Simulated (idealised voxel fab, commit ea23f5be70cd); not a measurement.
Documented hereafter: the process module known as voxel lift off.
The width of the displayed cross-section, cut, is 225 nm; its cells are square, with a size of 5 nm.
A cross-section in this document is a grid of square cells, and it is written down as bands, the top band listed before the ones below it; a band is made up of one or more rows of cells.
Heights first: top, then bottom, in nm. Then materials, left to right, each with a width in nm. "throughout" on a single material: fills the band edge to edge. "air": empty space.
Ref level 0: as-received wafer is one material below here. Bottom band extends down with no lower bound ("0 and below").
Width: "30->40" (first number = top row, second number = bottom row, same change from row to row of cells).
Basically "identical to before" means that step didn't change any cell in the cross-section.
"Voids lacking openings" lists enclosed empty spaces (at least 8 cells, no open path upward to the top), each as width x height at distance from the left edge, in nm.
Note: text after step settings on the step line = simulator remark on that step.
overlay nm: on a step with a mask, how far right of its planned place the mask lay; negative means left.

BELOW IS THE LIST OF PLANNED PROCESS STEPS
1) RECEIVE,material Si
2) CONFORMAL_DEP,material Al2O3,thk nm 15
3) PATTERN,tone open,mask id LINES,material resist,width nm 25,pitch nm 40,thk nm 25,overlay nm 0
4) DIRECTIONAL_DEP,material Ru,thk nm 15
5) STRIP,etch materials resist
6) CONFORMAL_DEP,material SiN,thk nm 5

AS RECEIVED (POST STEP 1): CROSS-SECTION
  0 and below  Si throughout
  Voids lacking openings: none

BELOW IS THE WAFER IN CROSS-SECTION AFTER THE MODULE WAS COMPLETED. IT BEGAN FROM THE STARTING POINT SHOWN ABOVE AND FOLLOWED THE PLAN SHOWN ABOVE, EXCEPT THAT ONE MISTAKE WAS MADE WHILE RUNNING IT
  35 down to 30  SiN 85  air 15  SiN 25  air 15  SiN 85
  30 down to 20  Ru 80  SiN 5  air 15  SiN 5  Ru 15  SiN 5  air 15  SiN 5  Ru 80
  20 down to 15  Ru 80  SiN 25  Ru 15  SiN 25  Ru 80
  15 down to 0  Al2O3 throughout
  0 and below  Si throughout
  Voids lacking openings: none
Which mistake was made when the wafer was run? rather than as planned, step 3 actually ran as PATTERN,tone cover,mask id LINES,material resist,width nm 25,pitch nm 40,thk nm 25,overlay nm 0
